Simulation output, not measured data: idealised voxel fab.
The following process module bears the name voxel released beams.
Section cut is 250 nm wide and gridded with 5 nm square cells.
How to read a cross-section here: the picture is a grid of square cells, written as bands going from the top down, and any band can span one or more rows of cells. Top, bottom (nm), then materials left to right with widths (nm); lone material tagged "everywhere" fills the whole band edge to edge; "empty" = empty space. Counting heights begins at 0, where everything beneath is, in the wafer as received, one material. The lowest band has no bottom; it goes on downwards, as "0 nm and below" shows. You'd read "30->40" like this: the band's top row of cells is as wide as the first number, its bottom row is as wide as the second, and going down, every row changes width by the same amount as the row before did. When a step is marked "no alteration", none of the cells in the cross-section changed during that step. Empty spaces without an open route to the top, at least 8 cells in extent, make up the entry "Cavities, sealed"; each is given as width x height at distance, where the distance is measured from the left edge, and all are in nm. after a step's settings: what the simulator itself notes on the step. overlay nm: mask offset rightward from planned place, masked step; negative means leftward offset.
## Steps in the process plan
1) op RECEIVE | material Si
2) op CONFORMAL_DEP | material Al2O3 | thk nm 10
3) op DIRECTIONAL_DEP | material SiO2 | thk nm 20
4) op DIRECTIONAL_DEP | material aC | thk nm 15
5) op PATTERN | tone open | mask id ANCHOR | material resist | width nm 25 | thk nm 30 | overlay nm 0
6) op DIRECTIONAL_ETCH | etch materials aC | depth nm 15
7) op STRIP | etch materials resist
8) op DIRECTIONAL_ETCH | etch materials SiO2 | depth nm 20
9) op STRIP | etch materials aC
10) op CONFORMAL_DEP | material SiN | thk nm 10
11) op PATTERN | tone cover | mask id BEAM | material resist | width nm 70 | thk nm 15 | overlay nm 0
12) op DIRECTIONAL_ETCH | etch materials SiN | depth nm 10
13) op STRIP | etch materials resist
14) op STRIP | etch materials SiO2
## As received (post step 1): cross-section
* 0 nm and below = Si everywhere
* Cavities, sealed: none
## Post-module cross-section: identical start and plan to those above, one misstep in execution
* 0 nm and below = Si everywhere
* Cavities, sealed: none
What was the processing mistake? for step 2, the planned setting was not used; the step was instead run as op CONFORMAL_DEP | material SiO2 | thk nm 10
